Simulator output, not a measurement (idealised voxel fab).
The following is a process module called voxel self aligned vias.
The width of the displayed cross-section, cut, is 175 nm; its cells are square, with a size of 5 nm.
Square cells in a grid make up a cross-section in this document, and the grid is given as bands, listed from the top down, each one or more rows of cells.
A band entry consists of two parts. The first gives the height of the band's top and the height of its bottom, in nm. The rest lists the band's materials from left to right, each with its width in nm. A single material labelled with the word "throughout" fills the band from edge to edge, and the word "air" marks empty space.
We count height from 0. Below that, the starting wafer is all one material. The lowest band never ends at the bottom but goes on down; see "0 and below" for how that is written.
The width entry "30 to 40" should be interpreted row by row: the top row of cells in the band takes the first number, the bottom row takes the second number, and the change between adjacent rows is uniform throughout.
Given "nothing got changed" for a step, no cell of the cross-section differs between before and after that step.
"Sealed void list" lists enclosed empty spaces (at least 8 cells, no open path upward to the top), each as width x height at distance from the left edge, in nm.
It should be noted that, on the line of a given step, the content following the step's settings is a remark produced by the simulator itself with respect to that step.
On any step carrying a mask, the "overlay nm" setting, if present on the step's line, tells how far right of its planned place the mask lay; negative values point to the left.

HERE'S WHAT THE PLANNED PROCESS STEPS LOOK LIKE
step 1: RECEIVE,material Si
step 2: CONFORMAL_DEP,material SiO2,thk nm 15
step 3: CONFORMAL_DEP,material SiCN,thk nm 5
step 4: DIRECTIONAL_DEP,material lowk,thk nm 25
step 5: DIRECTIONAL_DEP,material aC,thk nm 15
step 6: PATTERN,tone open,mask id LINES,material resist,width nm 25,pitch nm 65,thk nm 35,overlay nm 0
step 7: DIRECTIONAL_ETCH,etch materials aC,depth nm 15
step 8: STRIP,etch materials resist
step 9: DIRECTIONAL_ETCH,etch materials lowk,depth nm 25
step 10: STRIP,etch materials aC
step 11: CONFORMAL_DEP,material TiN,thk nm 5
step 12: FILL_DEP,material W,thk nm 10
step 13: CMP,height nm 45
step 14: SELECTIVE_ETCH,etch materials W Ru TiN,depth nm 5
step 15: FILL_DEP,material SiN,thk nm 5
step 16: CMP,height nm 45
step 17: DIRECTIONAL_DEP,material lowk,thk nm 15
step 18: MASKED_ETCH,tone open,mask id VIAS,width nm 35,etch materials lowk,depth nm 15,overlay nm 0
step 19: MASKED_ETCH,tone open,mask id VIAS,width nm 35,etch materials SiN,depth nm 5,overlay nm 0
step 20: CONFORMAL_DEP,material TiN,thk nm 5
step 21: FILL_DEP,material Cu,thk nm 5
step 22: CMP,height nm 60
step 23: CONFORMAL_DEP,material SiN,thk nm 5

DELIVERED WAFER IN CROSS-SECTION: STATE AFTER STEP 1
    0 and below = Si throughout
    Sealed void list: none

END-OF-MODULE CROSS-SECTION OF THE FIRST OF TWO WAFERS, PROCESSED AS PLANNED
    65 down to 60 = SiN throughout
    60 down to 50 = 35 of lowk, 5 of TiN, 25 of Cu, 5 of TiN, 105 of lowk
    50 down to 45 = 35 of lowk, 10 of TiN, 15 of Cu, 10 of TiN, 105 of lowk
    45 down to 40 = 40 of lowk, 25 of TiN, 40 of lowk, 25 of SiN, 45 of lowk
    40 down to 25 = 40 of lowk, 5 of TiN, 15 of W, 5 of TiN, 40 of lowk, 5 of TiN, 15 of W, 5 of TiN, 45 of lowk
    25 down to 20 = 40 of lowk, 25 of TiN, 40 of lowk, 25 of TiN, 45 of lowk
    20 down to 15 = SiCN throughout
    15 down to 0 = SiO2 throughout
    0 and below = Si throughout
    Sealed void list: none

WHAT THE SECOND WAFER LOOKS LIKE IN CROSS-SECTION ONCE THE MODULE IS DONE. ITS START AND ITS PLAN MATCHED THE FIRST WAFER'S EXACTLY; WHAT DIFFERED WAS ONE MISTAKE IN HOW IT WAS RUN
    55 down to 50 = SiN throughout
    50 down to 45 = 35 of lowk, 10 of TiN, 15 of Cu, 10 of TiN, 105 of lowk
    45 down to 40 = 40 of lowk, 25 of TiN, 40 of lowk, 25 of SiN, 45 of lowk
    40 down to 25 = 40 of lowk, 5 of TiN, 15 of W, 5 of TiN, 40 of lowk, 5 of TiN, 15 of W, 5 of TiN, 45 of lowk
    25 down to 20 = 40 of lowk, 25 of TiN, 40 of lowk, 25 of TiN, 45 of lowk
    20 down to 15 = SiCN throughout
    15 down to 0 = SiO2 throughout
    0 and below = Si throughout
    Sealed void list: none
So what did we get wrong on this run? step 22 ran as: CMP,height nm 50
Materials where the second wafer ends with more or fewer cells than the first: 10 fewer of Cu, 4 fewer of TiN, 56 fewer of lowk
